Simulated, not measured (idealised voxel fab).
Presented below is a process module, voxel wiring stack.
This is section cut - it's 240 nm across, gridded in 5 nm square cells.
Format of a cross-section: grid, square cells. Given as bands. Order: top down. Band: one or more rows of cells.
Top height, bottom height, nm. Materials left to right, width each, nm. Single material + "edge to edge" = fills band edge to edge. "empty" = empty.
Height is counted from the level 0, under which the received wafer is composed throughout of one material. The lowest of the bands is not closed at the bottom but continues downward, in the notation "0 down".
Quick explanation for "30->40": the width changes in equal steps down the rows of cells, from the first number in the band's top row to the second number in its bottom row.
"changes: none" means the step left every cell of the cross-section as it was.
"Trapped void list": empty spaces of 8 cells or more with no open way to the top, each given as width x height at distance, distance from the left edge, all in nm.
It should be noted that, on the line of a given step, the content following the step's settings is a remark produced by the simulator itself with respect to that step.
"overlay nm" denotes, for a step that has a mask, the displacement of the mask to the right of its planned place, with negative values corresponding to the left.

# So here's the lineup of process steps we planned
1) RECEIVE [material Si]
2) CONFORMAL_DEP [material SiO2] [thk nm 10]
3) DIRECTIONAL_DEP [material TiN] [thk nm 5]
4) DIRECTIONAL_DEP [material W] [thk nm 25]
5) MASKED_ETCH [tone cover] [mask id METAL_1] [width nm 20] [pitch nm 40] [etch materials W] [depth nm 25] [overlay nm 0]
6) MASKED_ETCH [tone cover] [mask id METAL_1] [width nm 20] [pitch nm 40] [etch materials TiN] [depth nm 5] [overlay nm 0]
7) FILL_DEP [material lowk] [thk nm 5]
8) CMP [height nm 40]
9) CONFORMAL_DEP [material SiCN] [thk nm 5]
10) DIRECTIONAL_DEP [material lowk] [thk nm 10]
11) MASKED_ETCH [tone open] [mask id PLUG_1] [width nm 15] [pitch nm 40] [etch materials lowk] [depth nm 10] [overlay nm 0]
12) MASKED_ETCH [tone open] [mask id PLUG_1] [width nm 15] [pitch nm 40] [etch materials SiCN] [depth nm 5] [overlay nm 0]
13) EPI [material Ru] [thk nm 10]
14) EPI [material Ru] [thk nm 5]
15) CONFORMAL_DEP [material SiCN] [thk nm 5]
16) DIRECTIONAL_DEP [material lowk] [thk nm 15]
17) PATTERN [tone open] [mask id METAL_2] [material resist] [width nm 20] [pitch nm 40] [thk nm 15] [overlay nm 0]
18) DIRECTIONAL_ETCH [etch materials lowk] [depth nm 15]
19) DIRECTIONAL_ETCH [etch materials SiCN] [depth nm 5]
20) STRIP [etch materials resist]
21) CONFORMAL_DEP [material TiN] [thk nm 5]
22) FILL_DEP [material Cu] [thk nm 10]
23) CMP [height nm 75]
24) EPI [material Ru] [thk nm 5]
25) FILL_DEP [material SiCN] [thk nm 5]
26) DIRECTIONAL_DEP [material lowk] [thk nm 20]
27) MASKED_ETCH [tone open] [mask id PLUG_2] [width nm 15] [pitch nm 80] [etch materials lowk] [depth nm 20] [overlay nm 0]
28) MASKED_ETCH [tone open] [mask id PLUG_2] [width nm 15] [pitch nm 80] [etch materials SiCN] [depth nm 5] [overlay nm 0]
29) EPI [material Ru] [thk nm 10]
30) EPI [material Ru] [thk nm 10]
31) EPI [material Ru] [thk nm 5]
32) CONFORMAL_DEP [material SiCN] [thk nm 5]
33) DIRECTIONAL_DEP [material lowk] [thk nm 25]
34) PATTERN [tone open] [mask id METAL_3] [material resist] [width nm 20] [pitch nm 40] [thk nm 20] [overlay nm 0]
35) DIRECTIONAL_ETCH [etch materials lowk] [depth nm 25]
36) DIRECTIONAL_ETCH [etch materials SiCN] [depth nm 5]
37) STRIP [etch materials resist]
38) CONFORMAL_DEP [material TiN] [thk nm 5]
39) FILL_DEP [material Ru] [thk nm 10]
40) CMP [height nm 135]
41) CONFORMAL_DEP [material SiCN] [thk nm 5]

# The first of the two wafers, which ran as planned

# As-received state of the wafer in cross-section, equivalent to post-step 1
* 0 down: Si edge to edge
* Trapped void list: none

# Cross-section: wafer state after step 2
* 10 to 0: SiO2 edge to edge
* Nothing below the height 0 has changed.

# Cross-section: wafer state after step 3
* 15 to 10: TiN edge to edge
* Nothing below the height 10 has changed.

# Cross-section: wafer state after step 4
* 40 to 15: W edge to edge
* Nothing below the height 15 has changed.

# Cross-section: wafer state after step 5
* 40 to 15: empty=50; W=20; empty=20; W=20; empty=20; W=20; empty=20; W=20; empty=50
* Nothing below the height 15 has changed.

# Cross-section: wafer state after step 6
* 40 to 15: empty=50; W=20; empty=20; W=20; empty=20; W=20; empty=20; W=20; empty=50
* 15 to 10: empty=50; TiN=20; empty=20; TiN=20; empty=20; TiN=20; empty=20; TiN=20; empty=50
* Nothing below the height 10 has changed.

# Cross-section: wafer state after step 7
* 45 to 40: lowk edge to edge
* 40 to 15: lowk=50; W=20; lowk=20; W=20; lowk=20; W=20; lowk=20; W=20; lowk=50
* 15 to 10: lowk=50; TiN=20; lowk=20; TiN=20; lowk=20; TiN=20; lowk=20; TiN=20; lowk=50
* Nothing below the height 10 has changed.

# Cross-section: wafer state after step 8
* 40 to 15: lowk=50; W=20; lowk=20; W=20; lowk=20; W=20; lowk=20; W=20; lowk=50
* Nothing below the height 15 has changed.

# Cross-section: wafer state after step 9
* 45 to 40: SiCN edge to edge
* Nothing below the height 40 has changed.

# Cross-section: wafer state after step 10
* 55 to 45: lowk edge to edge
* Nothing below the height 45 has changed.

# Cross-section: wafer state after step 11
* 55 to 45: lowk=50; empty=15; lowk=25; empty=15; lowk=25; empty=15; lowk=25; empty=15; lowk=55
* Nothing below the height 45 has changed.

# Cross-section: wafer state after step 12
* 55 to 45: lowk=50; empty=15; lowk=25; empty=15; lowk=25; empty=15; lowk=25; empty=15; lowk=55
* 45 to 40: SiCN=50; empty=15; SiCN=25; empty=15; SiCN=25; empty=15; SiCN=25; empty=15; SiCN=55
* Nothing below the height 40 has changed.

# Cross-section: wafer state after step 13
* 55 to 50: lowk=50; empty=15; lowk=25; empty=15; lowk=25; empty=15; lowk=25; empty=15; lowk=55
* 50 to 45: lowk=50; Ru=15; lowk=25; Ru=15; lowk=25; Ru=15; lowk=25; Ru=15; lowk=55
* 45 to 40: SiCN=50; Ru=15; SiCN=25; Ru=15; SiCN=25; Ru=15; SiCN=25; Ru=15; SiCN=55
* Nothing below the height 40 has changed.

# Cross-section: wafer state after step 14
* 55 to 45: lowk=50; Ru=15; lowk=25; Ru=15; lowk=25; Ru=15; lowk=25; Ru=15; lowk=55
* Nothing below the height 45 has changed.

# Cross-section: wafer state after step 15
* 60 to 55: SiCN edge to edge
* Nothing below the height 55 has changed.

# Cross-section: wafer state after step 16
* 75 to 60: lowk edge to edge
* Nothing below the height 60 has changed.

# Cross-section: wafer state after step 17
* 90 to 75: resist=50; empty=20; resist=20; empty=20; resist=20; empty=20; resist=20; empty=20; resist=50
* Nothing below the height 75 has changed.

# Cross-section: wafer state after step 18
* 90 to 75: resist=50; empty=20; resist=20; empty=20; resist=20; empty=20; resist=20; empty=20; resist=50
* 75 to 60: lowk=50; empty=20; lowk=20; empty=20; lowk=20; empty=20; lowk=20; empty=20; lowk=50
* Nothing below the height 60 has changed.

# Cross-section: wafer state after step 19
* 90 to 75: resist=50; empty=20; resist=20; empty=20; resist=20; empty=20; resist=20; empty=20; resist=50
* 75 to 60: lowk=50; empty=20; lowk=20; empty=20; lowk=20; empty=20; lowk=20; empty=20; lowk=50
* 60 to 55: SiCN=50; empty=20; SiCN=20; empty=20; SiCN=20; empty=20; SiCN=20; empty=20; SiCN=50
* Nothing below the height 55 has changed.

# Cross-section: wafer state after step 20
* 75 to 60: lowk=50; empty=20; lowk=20; empty=20; lowk=20; empty=20; lowk=20; empty=20; lowk=50
* Nothing below the height 60 has changed.

# Cross-section: wafer state after step 21
* 80 to 75: TiN=55; empty=10; TiN=30; empty=10; TiN=30; empty=10; TiN=30; empty=10; TiN=55
* 75 to 60: lowk=50; TiN=5; empty=10; TiN=5; lowk=20; TiN=5; empty=10; TiN=5; lowk=20; TiN=5; empty=10; TiN=5; lowk=20; TiN=5; empty=10; TiN=5; lowk=50
* 60 to 55: SiCN=50; TiN=20; SiCN=20; TiN=20; SiCN=20; TiN=20; SiCN=20; TiN=20; SiCN=50
* Nothing below the height 55 has changed.

# Cross-section: wafer state after step 22
* 90 to 80: Cu edge to edge
* 80 to 75: TiN=55; Cu=10; TiN=30; Cu=10; TiN=30; Cu=10; TiN=30; Cu=10; TiN=55
* 75 to 60: lowk=50; TiN=5; Cu=10; TiN=5; lowk=20; TiN=5; Cu=10; TiN=5; lowk=20; TiN=5; Cu=10; TiN=5; lowk=20; TiN=5; Cu=10; TiN=5; lowk=50
* Nothing below the height 60 has changed.

# Cross-section: wafer state after step 23
* 75 to 60: lowk=50; TiN=5; Cu=10; TiN=5; lowk=20; TiN=5; Cu=10; TiN=5; lowk=20; TiN=5; Cu=10; TiN=5; lowk=20; TiN=5; Cu=10; TiN=5; lowk=50
* Nothing below the height 60 has changed.

# Cross-section: wafer state after step 24
* 80 to 75: empty=45; Ru=30; empty=10; Ru=30; empty=10; Ru=30; empty=10; Ru=30; empty=45
* Nothing below the height 75 has changed.

# Cross-section: wafer state after step 25
* 85 to 80: SiCN edge to edge
* 80 to 75: SiCN=45; Ru=30; SiCN=10; Ru=30; SiCN=10; Ru=30; SiCN=10; Ru=30; SiCN=45
* Nothing below the height 75 has changed.

# Cross-section: wafer state after step 26
* 105 to 85: lowk edge to edge
* Nothing below the height 85 has changed.

# Cross-section: wafer state after step 27
* 105 to 85: lowk=50; empty=15; lowk=65; empty=15; lowk=95
* Nothing below the height 85 has changed.

# Cross-section: wafer state after step 28
* 105 to 85: lowk=50; empty=15; lowk=65; empty=15; lowk=95
* 85 to 80: SiCN=50; empty=15; SiCN=65; empty=15; SiCN=95
* Nothing below the height 80 has changed.

# Cross-section: wafer state after step 29
* 105 to 90: lowk=50; empty=15; lowk=65; empty=15; lowk=95
* 90 to 85: lowk=50; Ru=15; lowk=65; Ru=15; lowk=95
* 85 to 80: SiCN=50; Ru=15; SiCN=65; Ru=15; SiCN=95
* Nothing below the height 80 has changed.

# Cross-section: wafer state after step 30
* 105 to 100: lowk=50; empty=15; lowk=65; empty=15; lowk=95
* 100 to 85: lowk=50; Ru=15; lowk=65; Ru=15; lowk=95
* Nothing below the height 85 has changed.

# Cross-section: wafer state after step 31
* 105 to 85: lowk=50; Ru=15; lowk=65; Ru=15; lowk=95
* Nothing below the height 85 has changed.

# Cross-section: wafer state after step 32
* 110 to 105: SiCN edge to edge
* Nothing below the height 105 has changed.

# Cross-section: wafer state after step 33
* 135 to 110: lowk edge to edge
* Nothing below the height 110 has changed.

# Cross-section: wafer state after step 34
* 155 to 135: resist=50; empty=20; resist=20; empty=20; resist=20; empty=20; resist=20; empty=20; resist=50
* Nothing below the height 135 has changed.

# Cross-section: wafer state after step 35
* 155 to 135: resist=50; empty=20; resist=20; empty=20; resist=20; empty=20; resist=20; empty=20; resist=50
* 135 to 110: lowk=50; empty=20; lowk=20; empty=20; lowk=20; empty=20; lowk=20; empty=20; lowk=50
* Nothing below the height 110 has changed.

# Cross-section: wafer state after step 36
* 155 to 135: resist=50; empty=20; resist=20; empty=20; resist=20; empty=20; resist=20; empty=20; resist=50
* 135 to 110: lowk=50; empty=20; lowk=20; empty=20; lowk=20; empty=20; lowk=20; empty=20; lowk=50
* 110 to 105: SiCN=50; empty=20; SiCN=20; empty=20; SiCN=20; empty=20; SiCN=20; empty=20; SiCN=50
* Nothing below the height 105 has changed.

# Cross-section: wafer state after step 37
* 135 to 110: lowk=50; empty=20; lowk=20; empty=20; lowk=20; empty=20; lowk=20; empty=20; lowk=50
* Nothing below the height 110 has changed.

# Cross-section: wafer state after step 38
* 140 to 135: TiN=55; empty=10; TiN=30; empty=10; TiN=30; empty=10; TiN=30; empty=10; TiN=55
* 135 to 110: lowk=50; TiN=5; empty=10; TiN=5; lowk=20; TiN=5; empty=10; TiN=5; lowk=20; TiN=5; empty=10; TiN=5; lowk=20; TiN=5; empty=10; TiN=5; lowk=50
* 110 to 105: SiCN=50; TiN=20; SiCN=20; TiN=20; SiCN=20; TiN=20; SiCN=20; TiN=20; SiCN=50
* Nothing below the height 105 has changed.

# Cross-section: wafer state after step 39
* 150 to 140: Ru edge to edge
* 140 to 135: TiN=55; Ru=10; TiN=30; Ru=10; TiN=30; Ru=10; TiN=30; Ru=10; TiN=55
* 135 to 110: lowk=50; TiN=5; Ru=10; TiN=5; lowk=20; TiN=5; Ru=10; TiN=5; lowk=20; TiN=5; Ru=10; TiN=5; lowk=20; TiN=5; Ru=10; TiN=5; lowk=50
* Nothing below the height 110 has changed.

# Cross-section: wafer state after step 40
* 135 to 110: lowk=50; TiN=5; Ru=10; TiN=5; lowk=20; TiN=5; Ru=10; TiN=5; lowk=20; TiN=5; Ru=10; TiN=5; lowk=20; TiN=5; Ru=10; TiN=5; lowk=50
* Nothing below the height 110 has changed.

# Cross-section: wafer state after step 41
* 140 to 135: SiCN edge to edge
* Nothing below the height 135 has changed.

# What follows concerns the second wafer, which started out like the first and was meant to follow the very same plan; one mistake crept in when it was run, but everything up to and including step 26 is the same as for the first wafer

# Cross-sectional representation of the second wafer at the time designated in the plan for the completion of step 27
* 105 to 90: lowk=50; empty=15; lowk=65; empty=15; lowk=95
* Nothing below the height 90 has changed.

Cross-sectional representation of the second wafer at the time designated in the plan for the completion of step 28: changes: none

Cross-sectional representation of the second wafer at the time designated in the plan for the completion of step 29: changes: none

Cross-sectional representation of the second wafer at the time designated in the plan for the completion of step 30: changes: none

Cross-sectional representation of the second wafer at the time designated in the plan for the completion of step 31: changes: none

# Cross-sectional representation of the second wafer at the time designated in the plan for the completion of step 32
* 110 to 105: SiCN=55; empty=5; SiCN=75; empty=5; SiCN=100
* 105 to 95: lowk=50; SiCN=5; empty=5; SiCN=5; lowk=65; SiCN=5; empty=5; SiCN=5; lowk=95
* 95 to 90: lowk=50; SiCN=15; lowk=65; SiCN=15; lowk=95
* Nothing below the height 90 has changed.

# Cross-sectional representation of the second wafer at the time designated in the plan for the completion of step 33
* 135 to 120: lowk=55; empty=5; lowk=75; empty=5; lowk=100
* 120 to 110: lowk edge to edge
* 110 to 105: SiCN=55; lowk=5; SiCN=75; lowk=5; SiCN=100
* 105 to 95: lowk=50; SiCN=5; lowk=5; SiCN=5; lowk=65; SiCN=5; lowk=5; SiCN=5; lowk=95
* Nothing below the height 95 has changed.

# Cross-sectional representation of the second wafer at the time designated in the plan for the completion of step 34
* 155 to 135: resist=50; empty=20; resist=20; empty=20; resist=20; empty=20; resist=20; empty=20; resist=50
* Nothing below the height 135 has changed.

# Cross-sectional representation of the second wafer at the time designated in the plan for the completion of step 35
* 155 to 135: resist=50; empty=20; resist=20; empty=20; resist=20; empty=20; resist=20; empty=20; resist=50
* 135 to 110: lowk=50; empty=20; lowk=20; empty=20; lowk=20; empty=20; lowk=20; empty=20; lowk=50
* 110 to 105: SiCN=55; empty=5; SiCN=75; empty=5; SiCN=100
* 105 to 95: lowk=50; SiCN=5; empty=5; SiCN=5; lowk=65; SiCN=5; empty=5; SiCN=5; lowk=95
* Nothing below the height 95 has changed.

# Cross-sectional representation of the second wafer at the time designated in the plan for the completion of step 36
* 155 to 135: resist=50; empty=20; resist=20; empty=20; resist=20; empty=20; resist=20; empty=20; resist=50
* 135 to 110: lowk=50; empty=20; lowk=20; empty=20; lowk=20; empty=20; lowk=20; empty=20; lowk=50
* 110 to 105: SiCN=50; empty=20; SiCN=20; empty=20; SiCN=20; empty=20; SiCN=20; empty=20; SiCN=50
* 105 to 90: lowk=50; SiCN=5; empty=5; SiCN=5; lowk=65; SiCN=5; empty=5; SiCN=5; lowk=95
* Nothing below the height 90 has changed.

# Cross-sectional representation of the second wafer at the time designated in the plan for the completion of step 37
* 135 to 110: lowk=50; empty=20; lowk=20; empty=20; lowk=20; empty=20; lowk=20; empty=20; lowk=50
* Nothing below the height 110 has changed.

# Cross-sectional representation of the second wafer at the time designated in the plan for the completion of step 38
* 140 to 135: TiN=55; empty=10; TiN=30; empty=10; TiN=30; empty=10; TiN=30; empty=10; TiN=55
* 135 to 110: lowk=50; TiN=5; empty=10; TiN=5; lowk=20; TiN=5; empty=10; TiN=5; lowk=20; TiN=5; empty=10; TiN=5; lowk=20; TiN=5; empty=10; TiN=5; lowk=50
* 110 to 105: SiCN=50; TiN=20; SiCN=20; TiN=20; SiCN=20; TiN=20; SiCN=20; TiN=20; SiCN=50
* 105 to 90: lowk=50; SiCN=5; TiN=5; SiCN=5; lowk=65; SiCN=5; TiN=5; SiCN=5; lowk=95
* Nothing below the height 90 has changed.

# Cross-sectional representation of the second wafer at the time designated in the plan for the completion of step 39
* 150 to 140: Ru edge to edge
* 140 to 135: TiN=55; Ru=10; TiN=30; Ru=10; TiN=30; Ru=10; TiN=30; Ru=10; TiN=55
* 135 to 110: lowk=50; TiN=5; Ru=10; TiN=5; lowk=20; TiN=5; Ru=10; TiN=5; lowk=20; TiN=5; Ru=10; TiN=5; lowk=20; TiN=5; Ru=10; TiN=5; lowk=50
* Nothing below the height 110 has changed.

# Cross-sectional representation of the second wafer at the time designated in the plan for the completion of step 40
* 135 to 110: lowk=50; TiN=5; Ru=10; TiN=5; lowk=20; TiN=5; Ru=10; TiN=5; lowk=20; TiN=5; Ru=10; TiN=5; lowk=20; TiN=5; Ru=10; TiN=5; lowk=50
* Nothing below the height 110 has changed.

# Cross-sectional representation of the second wafer at the time designated in the plan for the completion of step 41
* 140 to 135: SiCN edge to edge
* Nothing below the height 135 has changed.
What broke from the plan during processing? step 27 was processed under conditions differing from the plan, specifically as MASKED_ETCH [tone open] [mask id PLUG_2] [width nm 15] [pitch nm 80] [etch materials lowk] [depth nm 15] [overlay nm 0]
Final comparison by cell count, materials where the second wafer has more or fewer than the first: Ru -30 | SiCN +18 | TiN +6 | lowk +6
